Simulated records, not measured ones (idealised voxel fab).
Documented hereafter: the process module known as voxel capacitor over wiring.
The figure presents cross-section cut, which has a width of 190 nm and is divided into square cells with an edge length of 5 nm.
Square cells in a grid make up a cross-section in this document, and the grid is given as bands, listed from the top down, each one or more rows of cells. Top height, bottom height, nm. Materials left to right, width each, nm. Single material + "everywhere" = fills band edge to edge. "empty" = empty. Heads up on the height convention: 0 is the point under which the incoming wafer is all one material, and the lowest band has no bottom, it just keeps going down, like "0 and below". The expression "30->40" gives the width at the extremes of the band, the first number at its top row of cells and the second at its bottom row, with the width changing by equal amounts from each row to the next in between. Any step labelled "nothing was modified" changed none of the cells in the cross-section. "Completely sealed voids" - sealed voids, min. 8 cells, no opening to top; format: width x height at distance (distance from left edge; nm throughout). Whatever follows a step's settings on its line is a remark the simulator itself makes about that step. overlay nm: how far to the right of its planned place the mask lay on this masked step (negative: to the left).
[Listed below are the process steps as planned]
1 RECEIVE (material Si)
2 CONFORMAL_DEP (material SiO2; thk nm 15)
3 CONFORMAL_DEP (material SiCN; thk nm 5)
4 DIRECTIONAL_DEP (material lowk; thk nm 20)
5 PATTERN (tone open; mask id METAL_1; material resist; width nm 30; pitch nm 95; thk nm 15; overlay nm 0)
6 DIRECTIONAL_ETCH (etch materials lowk; depth nm 20)
7 DIRECTIONAL_ETCH (etch materials SiCN; depth nm 5)
8 STRIP (etch materials resist)
9 CONFORMAL_DEP (material TiN; thk nm 5)
10 FILL_DEP (material Ru; thk nm 5)
11 CMP (height nm 40)
12 EPI (material Ru; thk nm 5)
13 FILL_DEP (material SiCN; thk nm 5)
14 DIRECTIONAL_DEP (material SiO2; thk nm 10)
15 PATTERN (tone open; mask id PLUG_1; material resist; width nm 15; thk nm 15; overlay nm 0)
16 DIRECTIONAL_ETCH (etch materials SiO2; depth nm 10)
17 DIRECTIONAL_ETCH (etch materials SiCN; depth nm 5)
18 STRIP (etch materials resist)
19 EPI (material Ru; thk nm 10)
20 EPI (material Ru; thk nm 5)
21 DIRECTIONAL_DEP (material TiN; thk nm 10)
22 DIRECTIONAL_DEP (material HfO2; thk nm 5)
23 DIRECTIONAL_DEP (material TiN; thk nm 5)
24 PATTERN (tone cover; mask id UPPER_PLATE; material resist; width nm 70; thk nm 15; overlay nm 0)
25 DIRECTIONAL_ETCH (etch materials TiN; depth nm 5)
26 DIRECTIONAL_ETCH (etch materials HfO2; depth nm 5)
27 STRIP (etch materials resist)
28 MASKED_ETCH (tone cover; mask id LOWER_PLATE; width nm 80; etch materials TiN; depth nm 10; overlay nm 0)
29 FILL_DEP (material SiO2; thk nm 15)
30 CMP (height nm 90)
31 DIRECTIONAL_DEP (material aC; thk nm 15)
32 PATTERN (tone open; mask id PLUG_2; material resist; width nm 15; thk nm 35; overlay nm 0)
33 DIRECTIONAL_ETCH (etch materials aC; depth nm 15)
34 STRIP (etch materials resist)
35 DIRECTIONAL_ETCH (etch materials SiO2; depth nm 10)
36 STRIP (etch materials aC)
37 CONFORMAL_DEP (material TiN; thk nm 5)
38 FILL_DEP (material Ru; thk nm 5)
39 CMP (height nm 90)
40 CONFORMAL_DEP (material SiCN; thk nm 5)
[Cross-section of the wafer at receipt, which is the condition after step 1]
  0 and below: Si everywhere
  Completely sealed voids: none
[The following cross-section depicts the wafer upon conclusion of the module. Processing commenced from the starting condition illustrated above and adhered to the plan illustrated above, save for one mistake in execution]
  95 down to 90: SiCN everywhere
  90 down to 85: 55 of SiO2 / 5 of TiN / 5 of Ru / 5 of TiN / 120 of SiO2
  85 down to 75: 55->45 of SiO2 / 15->20 of TiN / 120->125 of SiO2
  75 down to 70: 45 of SiO2 / 20 of HfO2 / 125 of SiO2
  70 down to 65: 40 of SiO2 / 75 of TiN / 75 of SiO2
  65 down to 60: 40 of SiO2 / 25 of TiN / 50 of HfO2 / 75 of SiO2
  60 down to 55: 40 of SiO2 / 25 of Ru / 55 of TiN / 70 of SiO2
  55 down to 50: 45 of SiO2 / 15 of Ru / 5 of SiO2 / 55 of TiN / 70 of SiO2
  50 down to 45: 45 of SiO2 / 15 of Ru / 130 of SiO2
  45 down to 40: 25 of SiO2 / 40 of Ru / 55 of SiO2 / 40 of Ru / 30 of SiO2
  40 down to 20: 30 of lowk / 5 of TiN / 20 of Ru / 5 of TiN / 65 of lowk / 5 of TiN / 20 of Ru / 5 of TiN / 35 of lowk
  20 down to 15: 30 of SiCN / 30 of TiN / 65 of SiCN / 30 of TiN / 35 of SiCN
  15 down to 0: SiO2 everywhere
  0 and below: Si everywhere
  Completely sealed voids: none
It is concluded that the wafer was processed incorrectly with respect to the plan, in that plan step 13: skipped, not run
